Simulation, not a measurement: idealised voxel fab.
process module | voxel wiring stack
cross-section cut | 165 nm wide | cells 5 nm
A cross-section is a grid of square cells, given in bands from the top down. A band is one or more rows of cells.
Each band's line starts with the height of the band's top and of its bottom, in nm. Then come its materials from left to right, each with its width in nm. One material with "throughout" fills the band from edge to edge. "air" is empty space.
Height 0 is the level under which the wafer as received is all one material. The lowest band goes on downwards, as in "0 down".
A width such as "30 to 40" changes by the same amount from each row of cells to the next, from the band's top row to its bottom row.
"no change" after a step means that no cell of the cross-section changed.
closed voids: empty space of 8 cells or more with no open way to the top, each as width x height at its distance from the left edge, in nm
after a step's settings: what the simulator itself notes on the step
overlay nm, on a step with a mask: how far to the right of its planned place the mask lay; to the left if negative
plan
1 op RECEIVE | material Si
2 op CONFORMAL_DEP | material SiO2 | thk nm 15
3 op DIRECTIONAL_DEP | material TiN | thk nm 5
4 op DIRECTIONAL_DEP | material Ru | thk nm 15
5 op MASKED_ETCH | tone cover | mask id METAL_1 | width nm 25 | pitch nm 50 | etch materials Ru | depth nm 15 | overlay nm -15
6 op MASKED_ETCH | tone cover | mask id METAL_1 | width nm 25 | pitch nm 50 | etch materials TiN | depth nm 5 | overlay nm 0
7 op CONFORMAL_DEP | material SiCN | thk nm 5
8 op FILL_DEP | material SiO2 | thk nm 10
9 op CMP | height nm 35
10 op CONFORMAL_DEP | material SiCN | thk nm 5
11 op DIRECTIONAL_DEP | material SiO2 | thk nm 30
12 op MASKED_ETCH | tone open | mask id METAL_2 | width nm 25 | pitch nm 50 | etch materials SiO2 | depth nm 15 | overlay nm 0
13 op MASKED_ETCH | tone open | mask id METAL_2_HOLES | width nm 15 | etch materials SiO2 | depth nm 15 | overlay nm 0
14 op MASKED_ETCH | tone open | mask id METAL_2_HOLES | width nm 15 | etch materials SiCN | depth nm 5 | overlay nm 0
15 op CONFORMAL_DEP | material TiN | thk nm 5
16 op FILL_DEP | material Cu | thk nm 5
17 op CMP | height nm 70
18 op CONFORMAL_DEP | material SiCN | thk nm 5
varied across the wafers: overlay nm of step 5. The plan shows the first wafer's value. All wafers start alike
first wafer as received, after step 1
  0 down: Si throughout
  closed voids: none
first wafer at the end, after step 18
  75 to 70: SiCN throughout
  70 to 60: SiO2 45 | TiN 5 | Cu 15 | TiN 5 | SiO2 25 | TiN 5 | Cu 15 | TiN 5 | SiO2 45
  60 to 55: SiO2 45 | TiN 5 | Cu 5 | TiN 15 | SiO2 25 | TiN 25 | SiO2 45
  55 to 40: SiO2 45 | TiN 5 | Cu 5 | TiN 5 | SiO2 105
  40 to 35: SiCN 45 | TiN 15 | SiCN 105
  35 to 25: SiO2 25 | SiCN 5 | Ru 25 | SiCN 5 | SiO2 15 | SiCN 5 | Ru 25 | SiCN 5 | SiO2 55
  25 to 20: SiO2 25 | SiCN 5 | Ru 25 | SiCN 25 | Ru 25 | SiCN 20 | SiO2 40
  20 to 15: SiCN 30 | TiN 40 | SiCN 10 | TiN 40 | SiCN 45
  15 to 0: SiO2 throughout
  0 down: Si throughout
  closed voids: none
last wafer at the end
  75 to 70: SiCN throughout
  70 to 60: SiO2 45 | TiN 5 | Cu 15 | TiN 5 | SiO2 25 | TiN 5 | Cu 15 | TiN 5 | SiO2 45
  60 to 55: SiO2 45 | TiN 5 | Cu 5 | TiN 15 | SiO2 25 | TiN 25 | SiO2 45
  55 to 40: SiO2 45 | TiN 5 | Cu 5 | TiN 5 | SiO2 105
  40 to 35: SiCN 45 | TiN 15 | SiCN 105
  35 to 25: SiO2 55 | SiCN 5 | Ru 25 | SiCN 5 | SiO2 15 | SiCN 5 | Ru 25 | SiCN 5 | SiO2 25
  25 to 20: SiO2 40 | SiCN 20 | Ru 25 | SiCN 25 | Ru 25 | SiCN 5 | SiO2 25
  20 to 15: SiCN 45 | TiN 40 | SiCN 10 | TiN 40 | SiCN 30
  15 to 0: SiO2 throughout
  0 down: Si throughout
  closed voids: none
each wafer at the end: cells of each material gained (+) or lost (-) since it was received, then its closed voids
overlay nm -15 | +16 Cu | +30 Ru | +98 SiCN | +309 SiO2 | +42 TiN | closed voids: none
overlay nm -10 | +16 Cu | +30 Ru | +98 SiCN | +311 SiO2 | +40 TiN | closed voids: none
overlay nm -5 | +16 Cu | +30 Ru | +98 SiCN | +313 SiO2 | +38 TiN | closed voids: none
overlay nm 0 | +16 Cu | +30 Ru | +98 SiCN | +315 SiO2 | +36 TiN | closed voids: none
overlay nm 5 | +16 Cu | +30 Ru | +98 SiCN | +313 SiO2 | +38 TiN | closed voids: none
overlay nm 10 | +16 Cu | +30 Ru | +98 SiCN | +311 SiO2 | +40 TiN | closed voids: none
overlay nm 15 | +16 Cu | +30 Ru | +98 SiCN | +309 SiO2 | +42 TiN | closed voids: none
